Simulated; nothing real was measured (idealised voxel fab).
process module | voxel capacitor over wiring
Displayed cross-section: cut, width of 260 nm, square cells sized 5 nm.
This document writes a cross-section as a grid whose cells are square, and gives it as bands, listed from the top down; one or more rows of cells form a band. For a band, the entry starts with two heights in nm, that of the top and then that of the bottom, and carries on with the band's materials in order from left to right, each alongside its width in nm; the word "everywhere" beside a single material means it fills the band edge to edge, and "blank" means empty space. Zero point of the height axis is 0; under it, received wafer = one material. Lowest band: continues down indefinitely, "top 0, no bottom". Per-row width for "30->40": begins at first number (top row of band), ends at second number (bottom row), increment between rows held constant. What does "no alteration" mean for a step? It means no cell of the cross-section changed in that step. Entry "Listed closed voids". Content: empty spaces with no open connection to the top, size 8 cells or greater. Each: width x height at distance. Distance: from left edge. Unit: nm. Heads up: the bit after the settings on a step's line is the simulator's remark on that step. overlay nm: where the mask lay relative to plan, measured to the right, on steps with a mask; negatives go left.
This section lists the process steps that were planned:
1. RECEIVE | material Si
2. CONFORMAL_DEP | material SiO2 | thk nm 10
3. CONFORMAL_DEP | material SiN | thk nm 5
4. DIRECTIONAL_DEP | material lowk | thk nm 15
5. PATTERN | tone open | mask id METAL_1 | material resist | width nm 30 | pitch nm 90 | thk nm 15 | overlay nm 0
6. DIRECTIONAL_ETCH | etch materials lowk | depth nm 15
7. DIRECTIONAL_ETCH | etch materials SiN | depth nm 5
8. STRIP | etch materials resist
9. CONFORMAL_DEP | material TiN | thk nm 5
10. FILL_DEP | material Cu | thk nm 10
11. CMP | height nm 30
12. CONFORMAL_DEP | material SiCN | thk nm 5
13. DIRECTIONAL_DEP | material SiO2 | thk nm 10
14. MASKED_ETCH | tone open | mask id PLUG_1 | width nm 15 | etch materials SiO2 | depth nm 10 | overlay nm 0
15. MASKED_ETCH | tone open | mask id PLUG_1 | width nm 15 | etch materials SiCN | depth nm 5 | overlay nm 0
16. EPI | material Ru | thk nm 10
17. EPI | material Ru | thk nm 5
18. DIRECTIONAL_DEP | material TiN | thk nm 10
19. DIRECTIONAL_DEP | material HfO2 | thk nm 5
20. DIRECTIONAL_DEP | material TiN | thk nm 5
21. PATTERN | tone cover | mask id UPPER_PLATE | material resist | width nm 65 | thk nm 15 | overlay nm 0
22. DIRECTIONAL_ETCH | etch materials TiN | depth nm 5
23. DIRECTIONAL_ETCH | etch materials HfO2 | depth nm 5
24. STRIP | etch materials resist
25. DIRECTIONAL_DEP | material aC | thk nm 15
26. PATTERN | tone cover | mask id LOWER_PLATE | material resist | width nm 75 | thk nm 35 | overlay nm 0
27. DIRECTIONAL_ETCH | etch materials aC | depth nm 15
28. STRIP | etch materials resist
29. DIRECTIONAL_ETCH | etch materials TiN | depth nm 10
30. STRIP | etch materials aC
31. FILL_DEP | material SiO2 | thk nm 15
32. CMP | height nm 75
33. PATTERN | tone open | mask id PLUG_2 | material resist | width nm 15 | thk nm 15 | overlay nm 0
34. DIRECTIONAL_ETCH | etch materials SiO2 | depth nm 10
35. STRIP | etch materials resist
36. CONFORMAL_DEP | material TiN | thk nm 5
37. FILL_DEP | material Cu | thk nm 10
38. CMP | height nm 75
39. CONFORMAL_DEP | material SiN | thk nm 5
Delivered wafer in cross-section: state after step 1:
> top 0, no bottom: Si everywhere
> Listed closed voids: none
One mistake in running the module, otherwise start and plan as above: cross-section at the end:
> top 80, bottom 75: SiN everywhere
> top 75, bottom 70: SiO2 (95), TiN (5), Cu (5), TiN (5), SiO2 (150)
> top 70, bottom 60: SiO2 (95->90), TiN (15->65), SiO2 (150->105)
> top 60, bottom 55: SiO2 (90), HfO2 (65), SiO2 (105)
> top 55, bottom 45: SiO2 (80), TiN (75), SiO2 (105)
> top 45, bottom 35: SiO2 (85), Ru (15), SiO2 (160)
> top 35, bottom 30: SiCN (85), Ru (15), SiCN (160)
> top 30, bottom 15: lowk (70), TiN (5), Cu (20), TiN (5), lowk (60), TiN (5), Cu (20), TiN (5), lowk (70)
> top 15, bottom 10: SiN (70), TiN (30), SiN (60), TiN (30), SiN (70)
> top 10, bottom 0: SiO2 everywhere
> top 0, no bottom: Si everywhere
> Listed closed voids: none
Diagnosis: step 21 went in with a setting other than planned; the actual run was PATTERN | tone cover | mask id UPPER_PLATE | material resist | width nm 65 | thk nm 15 | overlay nm 5
